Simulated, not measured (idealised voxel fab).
Process module heading - voxel gate over fins
It is cross-section cut that appears here, measuring 290 nm in width, its square cells being 5 nm in size.
The cross-sections in this document take the form of a grid made of square cells. They are written out as bands, in order from top to bottom. Each band consists of one or more rows of cells.
The band entry comprises the height of the band's top followed by the height of its bottom, expressed in nm, and subsequently the band's materials from left to right, each stated together with its width in nm. Where a single material is marked with the word "throughout", that material fills the band from edge to edge. The word "empty" represents empty space.
For the purposes of this specification, 0 denotes the height below which the wafer in its as-received condition is composed wholly of one material, and the lowermost band, lacking a lower limit, extends downward without end, as expressed in "0 -> down".
Graded width ("30 to 40"): value in top row of band = first number; value in bottom row = second number; row-to-row change constant.
No cell of the cross-section changed in a step that is given as "remains unaltered".
Under "Closed void catalog" you'll find the enclosed gaps, the ones with no way out to the top, that are 8 cells or bigger; each reads width x height at distance, with distance counted from the left edge, everything in nm.
after a step's settings: what the simulator itself notes on the step
On any step carrying a mask, the "overlay nm" setting, if present on the step's line, tells how far right of its planned place the mask lay; negative values point to the left.

Steps planned for the process:
1: RECEIVE [material Si]
2: CONFORMAL_DEP [material SiN] [thk nm 10]
3: PATTERN [tone cover] [mask id FINS] [material resist] [width nm 15] [pitch nm 35] [thk nm 20] [overlay nm 0]
4: DIRECTIONAL_ETCH [etch materials SiN] [depth nm 10]
5: DIRECTIONAL_ETCH [etch materials Si] [depth nm 35]
6: STRIP [etch materials resist]
7: OXIDIZE [depth nm 5]
8: FILL_DEP [material SiO2] [thk nm 10]
9: CMP [height nm 10]
10: SELECTIVE_ETCH [etch materials SiO2] [depth nm 25]
11: STRIP [etch materials SiN]
12: CONFORMAL_DEP [material HfO2] [thk nm 5]
13: CONFORMAL_DEP [material TiN] [thk nm 5]
14: FILL_DEP [material W] [thk nm 10]
15: CMP [height nm 15]
16: CONFORMAL_DEP [material SiCN] [thk nm 10]

Cross-section of the wafer at receipt, which is the condition after step 1:
    0 -> down: Si throughout
    Closed void catalog: none

First wafer of two, sectioned at end of module; run went per plan:
    25 -> 15: SiCN throughout
    15 -> 10: W throughout
    10 -> 5: 115 of W  25 of TiN  10 of W  25 of TiN  115 of W
    5 -> 0: 115 of W  5 of TiN  15 of HfO2  5 of TiN  10 of W  5 of TiN  15 of HfO2  5 of TiN  115 of W
    0 -> -5: 115 of W  5 of TiN  5 of HfO2  5 of Si  5 of HfO2  5 of TiN  10 of W  5 of TiN  5 of HfO2  5 of Si  5 of HfO2  5 of TiN  115 of W
    -5 -> -10: 120 of TiN  5 of HfO2  5 of Si  5 of HfO2  20 of TiN  5 of HfO2  5 of Si  5 of HfO2  120 of TiN
    -10 -> -15: 125 of HfO2  5 of Si  30 of HfO2  5 of Si  125 of HfO2
    -15 -> -40: 125 of SiO2  5 of Si  30 of SiO2  5 of Si  125 of SiO2
    -40 -> down: Si throughout
    Closed void catalog: none

Second wafer of the two, sectioned at the end of the module. It began like the first and followed the same plan, but one mistake was made while running it:
    25 -> 15: SiCN throughout
    15 -> 10: W throughout
    10 -> 5: 115 of W  30 of TiN  5 of W  30 of TiN  110 of W
    5 -> 0: 115 of W  5 of TiN  20 of HfO2  5 of TiN  5 of W  5 of TiN  20 of HfO2  5 of TiN  110 of W
    0 -> -5: 115 of W  5 of TiN  5 of HfO2  10 of Si  5 of HfO2  5 of TiN  5 of W  5 of TiN  5 of HfO2  10 of Si  5 of HfO2  5 of TiN  110 of W
    -5 -> -10: 120 of TiN  5 of HfO2  10 of Si  5 of HfO2  15 of TiN  5 of HfO2  10 of Si  5 of HfO2  115 of TiN
    -10 -> -15: 125 of HfO2  10 of Si  25 of HfO2  10 of Si  120 of HfO2
    -15 -> -40: 125 of SiO2  10 of Si  25 of SiO2  10 of Si  120 of SiO2
    -40 -> down: Si throughout
    Closed void catalog: none
Heads up, the wafer didn't run the way we planned it: step 3 off recipe, ran as PATTERN [tone cover] [mask id FINS] [material resist] [width nm 20] [pitch nm 35] [thk nm 20] [overlay nm 0]
Wafer comparison, final, in cells, second relative to first, materials more or fewer: +16 Si | -10 SiO2 | -6 W
